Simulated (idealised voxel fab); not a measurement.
process module | voxel ribs on slabs
cross-section cut | 200 nm wide | cells 5 nm
A cross-section is a grid of square cells, given in bands from the top down. A band is one or more rows of cells.
Each band's line starts with the height of the band's top and of its bottom, in nm. Then come its materials from left to right, each with its width in nm. One material with "throughout" fills the band from edge to edge. "air" is empty space.
Height 0 is the level under which the wafer as received is all one material. The lowest band goes on downwards, as in "0 down".
A width such as "30 to 40" changes by the same amount from each row of cells to the next, from the band's top row to its bottom row.
"no change" after a step means that no cell of the cross-section changed.
closed voids: empty space of 8 cells or more with no open way to the top, each as width x height at its distance from the left edge, in nm
after a step's settings: what the simulator itself notes on the step
overlay nm, on a step with a mask: how far to the right of its planned place the mask lay; to the left if negative
plan
1 op RECEIVE | material Si
2 op DIRECTIONAL_DEP | material SiO2 | thk nm 20
3 op DIRECTIONAL_DEP | material polySi | thk nm 15
4 op DIRECTIONAL_DEP | material aC | thk nm 10
5 op PATTERN | tone cover | mask id RIB | material resist | width nm 30 | thk nm 30 | overlay nm 0
6 op DIRECTIONAL_ETCH | etch materials aC | depth nm 10
7 op STRIP | etch materials resist
8 op DIRECTIONAL_ETCH | etch materials polySi | depth nm 10
9 op STRIP | etch materials aC
10 op MASKED_ETCH | tone cover | mask id SLAB | width nm 60 | etch materials polySi | depth nm 5 | overlay nm 0
11 op FILL_DEP | material SiO2 | thk nm 20
12 op CMP | height nm 45
13 op DIRECTIONAL_DEP | material TiN | thk nm 10
14 op DIRECTIONAL_DEP | material aC | thk nm 10
15 op PATTERN | tone cover | mask id HEATER | material resist | width nm 30 | thk nm 30 | overlay nm 0
16 op DIRECTIONAL_ETCH | etch materials aC | depth nm 10
17 op STRIP | etch materials resist
18 op DIRECTIONAL_ETCH | etch materials TiN | depth nm 10
19 op STRIP | etch materials aC
20 op CONFORMAL_DEP | material SiO2 | thk nm 5
varied across the wafers: width nm of step 15. The plan shows the first wafer's value. All wafers start alike
first wafer as received, after step 1
  0 down: Si throughout
  closed voids: none
first wafer at the end, after step 20
  60 to 55: air 80 | SiO2 40 | air 80
  55 to 50: air 80 | SiO2 5 | TiN 30 | SiO2 5 | air 80
  50 to 45: SiO2 85 | TiN 30 | SiO2 85
  45 to 35: SiO2 throughout
  35 to 25: SiO2 85 | polySi 30 | SiO2 85
  25 to 20: SiO2 70 | polySi 60 | SiO2 70
  20 to 0: SiO2 throughout
  0 down: Si throughout
  closed voids: none
last wafer at the end
  60 to 55: air 70 | SiO2 65 | air 65
  55 to 50: air 70 | SiO2 5 | TiN 55 | SiO2 5 | air 65
  50 to 45: SiO2 75 | TiN 55 | SiO2 70
  45 to 35: SiO2 throughout
  35 to 25: SiO2 85 | polySi 30 | SiO2 85
  25 to 20: SiO2 70 | polySi 60 | SiO2 70
  20 to 0: SiO2 throughout
  0 down: Si throughout
  closed voids: none
each wafer at the end: cells of each material gained (+) or lost (-) since it was received, then its closed voids
width nm 30 | +380 SiO2 | +12 TiN | +24 polySi | closed voids: none
width nm 35 | +380 SiO2 | +14 TiN | +24 polySi | closed voids: none
width nm 40 | +380 SiO2 | +16 TiN | +24 polySi | closed voids: none
width nm 45 | +380 SiO2 | +18 TiN | +24 polySi | closed voids: none
width nm 50 | +380 SiO2 | +20 TiN | +24 polySi | closed voids: none
width nm 55 | +380 SiO2 | +22 TiN | +24 polySi | closed voids: none
